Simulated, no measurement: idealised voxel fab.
process module | voxel wiring stack
cross-section cut | 235 nm wide | cells 5 nm
A cross-section is a grid of square cells, given in bands from the top down. A band is one or more rows of cells.
Each band's line starts with the height of the band's top and of its bottom, in nm. Then come its materials from left to right, each with its width in nm. One material with "throughout" fills the band from edge to edge. "air" is empty space.
Height 0 is the level under which the wafer as received is all one material. The lowest band goes on downwards, as in "0 down".
A width such as "30 to 40" changes by the same amount from each row of cells to the next, from the band's top row to its bottom row.
"no change" after a step means that no cell of the cross-section changed.
closed voids: empty space of 8 cells or more with no open way to the top, each as width x height at its distance from the left edge, in nm
after a step's settings: what the simulator itself notes on the step
overlay nm, on a step with a mask: how far to the right of its planned place the mask lay; to the left if negative
plan
1 op RECEIVE | material Si
2 op CONFORMAL_DEP | material SiO2 | thk nm 10
3 op DIRECTIONAL_DEP | material TiN | thk nm 5
4 op DIRECTIONAL_DEP | material W | thk nm 15
5 op PATTERN | tone cover | mask id METAL_1 | material resist | width nm 25 | pitch nm 45 | thk nm 20 | overlay nm 0
6 op DIRECTIONAL_ETCH | etch materials W | depth nm 15
7 op DIRECTIONAL_ETCH | etch materials TiN | depth nm 5
8 op STRIP | etch materials resist
9 op CONFORMAL_DEP | material SiCN | thk nm 5
10 op FILL_DEP | material SiO2 | thk nm 5
11 op CMP | height nm 30
12 op CONFORMAL_DEP | material SiCN | thk nm 5
13 op DIRECTIONAL_DEP | material lowk | thk nm 15
14 op PATTERN | tone open | mask id PLUG_1 | material resist | width nm 15 | thk nm 20 | overlay nm 0
15 op DIRECTIONAL_ETCH | etch materials lowk | depth nm 15
16 op DIRECTIONAL_ETCH | etch materials SiCN | depth nm 5
17 op STRIP | etch materials resist
18 op EPI | material Ru | thk nm 10
19 op EPI | material Ru | thk nm 10
20 op CONFORMAL_DEP | material SiN | thk nm 5
21 op DIRECTIONAL_DEP | material SiO2 | thk nm 25
22 op PATTERN | tone open | mask id METAL_2 | material resist | width nm 25 | pitch nm 45 | thk nm 20 | overlay nm 0
23 op DIRECTIONAL_ETCH | etch materials SiO2 | depth nm 25
24 op DIRECTIONAL_ETCH | etch materials SiN | depth nm 5
25 op STRIP | etch materials resist
26 op CONFORMAL_DEP | material TiN | thk nm 5
27 op FILL_DEP | material Cu | thk nm 10
28 op CMP | height nm 80
29 op CONFORMAL_DEP | material SiCN | thk nm 5
30 op DIRECTIONAL_DEP | material lowk | thk nm 10
31 op PATTERN | tone open | mask id PLUG_2 | material resist | width nm 15 | pitch nm 45 | thk nm 20 | overlay nm 0
32 op DIRECTIONAL_ETCH | etch materials lowk | depth nm 10
33 op DIRECTIONAL_ETCH | etch materials SiCN | depth nm 5
34 op STRIP | etch materials resist
35 op EPI | material Ru | thk nm 10
36 op EPI | material Ru | thk nm 5
37 op DIRECTIONAL_DEP | material TiN | thk nm 5
38 op DIRECTIONAL_DEP | material Ru | thk nm 15
39 op DIRECTIONAL_DEP | material aC | thk nm 10
40 op PATTERN | tone cover | mask id METAL_3 | material resist | width nm 25 | pitch nm 45 | thk nm 25 | overlay nm 0
41 op DIRECTIONAL_ETCH | etch materials aC | depth nm 10
42 op STRIP | etch materials resist
43 op DIRECTIONAL_ETCH | etch materials Ru | depth nm 15
44 op DIRECTIONAL_ETCH | etch materials TiN | depth nm 5
45 op STRIP | etch materials aC
46 op CONFORMAL_DEP | material SiN | thk nm 5
47 op FILL_DEP | material lowk | thk nm 10
48 op CMP | height nm 115
49 op CONFORMAL_DEP | material SiCN | thk nm 5
50 op DIRECTIONAL_DEP | material SiO2 | thk nm 25
51 op DIRECTIONAL_DEP | material aC | thk nm 10
52 op PATTERN | tone open | mask id METAL_4_HOLES | material resist | width nm 15 | pitch nm 45 | thk nm 25 | overlay nm 0
53 op DIRECTIONAL_ETCH | etch materials aC | depth nm 10
54 op STRIP | etch materials resist
55 op DIRECTIONAL_ETCH | etch materials SiO2 | depth nm 25
56 op STRIP | etch materials aC
57 op MASKED_ETCH | tone open | mask id METAL_4 | width nm 25 | pitch nm 45 | etch materials SiO2 | depth nm 15 | overlay nm 0
58 op MASKED_ETCH | tone open | mask id METAL_4 | width nm 25 | pitch nm 45 | etch materials SiCN | depth nm 5 | overlay nm 0
59 op CONFORMAL_DEP | material TiN | thk nm 5
60 op FILL_DEP | material Cu | thk nm 5
61 op CMP | height nm 145
62 op CONFORMAL_DEP | material SiN | thk nm 5
as received, after step 1
  0 down: Si throughout
  closed voids: none
first wafer at the end, as planned
  150 to 145: SiN throughout
  145 to 135: SiO2 80 | TiN 5 | Cu 15 | TiN 5 | SiO2 20 | TiN 5 | Cu 15 | TiN 5 | SiO2 85
  135 to 130: SiO2 80 | TiN 5 | Cu 5 | TiN 15 | SiO2 20 | TiN 5 | Cu 5 | TiN 15 | SiO2 85
  130 to 120: SiO2 80 | TiN 5 | Cu 5 | TiN 5 | SiO2 30 | TiN 5 | Cu 5 | TiN 5 | SiO2 95
  120 to 115: SiCN 80 | TiN 15 | SiCN 30 | TiN 15 | SiCN 95
  115 to 100: lowk 75 | SiN 5 | Ru 25 | SiN 5 | lowk 10 | SiN 5 | Ru 25 | SiN 5 | lowk 80
  100 to 95: SiN 80 | TiN 25 | SiN 20 | TiN 25 | SiN 85
  95 to 85: lowk 80 | Ru 15 | lowk 30 | Ru 15 | lowk 95
  85 to 80: SiCN 80 | Ru 15 | SiCN 30 | Ru 15 | SiCN 95
  80 to 55: SiO2 80 | TiN 5 | Cu 15 | TiN 5 | SiO2 20 | TiN 5 | Cu 15 | TiN 5 | SiO2 85
  55 to 50: SiN 80 | TiN 25 | SiN 20 | TiN 25 | SiN 85
  50 to 35: lowk 80 | Ru 15 | lowk 140
  35 to 30: SiCN 80 | Ru 15 | SiCN 140
  30 to 15: SiO2 75 | SiCN 5 | W 25 | SiCN 5 | SiO2 10 | SiCN 5 | W 25 | SiCN 5 | SiO2 80
  15 to 10: SiCN 80 | TiN 25 | SiCN 20 | TiN 25 | SiCN 85
  10 to 0: SiO2 throughout
  0 down: Si throughout
  closed voids: none
second wafer at the end: like start, like plan, one mistake
  150 to 145: SiN throughout
  145 to 135: SiO2 80 | TiN 5 | Cu 15 | TiN 5 | SiO2 20 | TiN 5 | Cu 15 | TiN 5 | SiO2 85
  135 to 130: SiO2 80 | TiN 5 | Cu 5 | TiN 15 | SiO2 20 | TiN 5 | Cu 5 | TiN 15 | SiO2 85
  130 to 120: SiO2 80 | TiN 5 | Cu 5 | TiN 5 | SiO2 30 | TiN 5 | Cu 5 | TiN 5 | SiO2 95
  120 to 115: SiCN 80 | TiN 15 | SiCN 30 | TiN 15 | SiCN 95
  115 to 100: lowk 75 | SiN 5 | Ru 25 | SiN 5 | lowk 10 | SiN 5 | Ru 25 | SiN 5 | lowk 80
  100 to 95: SiN 80 | TiN 25 | SiN 20 | TiN 25 | SiN 85
  95 to 85: lowk 80 | Ru 15 | lowk 30 | Ru 15 | lowk 95
  85 to 80: SiCN 80 | Ru 15 | SiCN 30 | Ru 15 | SiCN 95
  80 to 55: SiO2 80 | TiN 5 | Cu 15 | TiN 5 | SiO2 20 | TiN 5 | Cu 15 | TiN 5 | SiO2 85
  55 to 50: SiN 80 | TiN 25 | SiN 20 | TiN 25 | SiN 85
  50 to 35: lowk 80 | SiN 5 | TiN 5 | SiN 5 | lowk 140
  35 to 30: SiCN 80 | SiN 5 | TiN 5 | SiN 5 | SiCN 140
  30 to 15: W 80 | SiCN 5 | SiO2 15 | SiCN 5 | W 20 | SiCN 5 | SiO2 15 | SiCN 5 | W 85
  15 to 10: TiN 80 | SiCN 25 | TiN 20 | SiCN 25 | TiN 85
  10 to 0: SiO2 throughout
  0 down: Si throughout
  closed voids: none
what went wrong: step 5 ran as: op PATTERN | tone open | mask id METAL_1 | material resist | width nm 25 | pitch nm 45 | thk nm 20 | overlay nm 0
at the end the second wafer has, in cells: 12 fewer of Ru | 27 fewer of SiCN | 8 more of SiN | 81 fewer of SiO2 | 31 more of TiN | 81 more of W
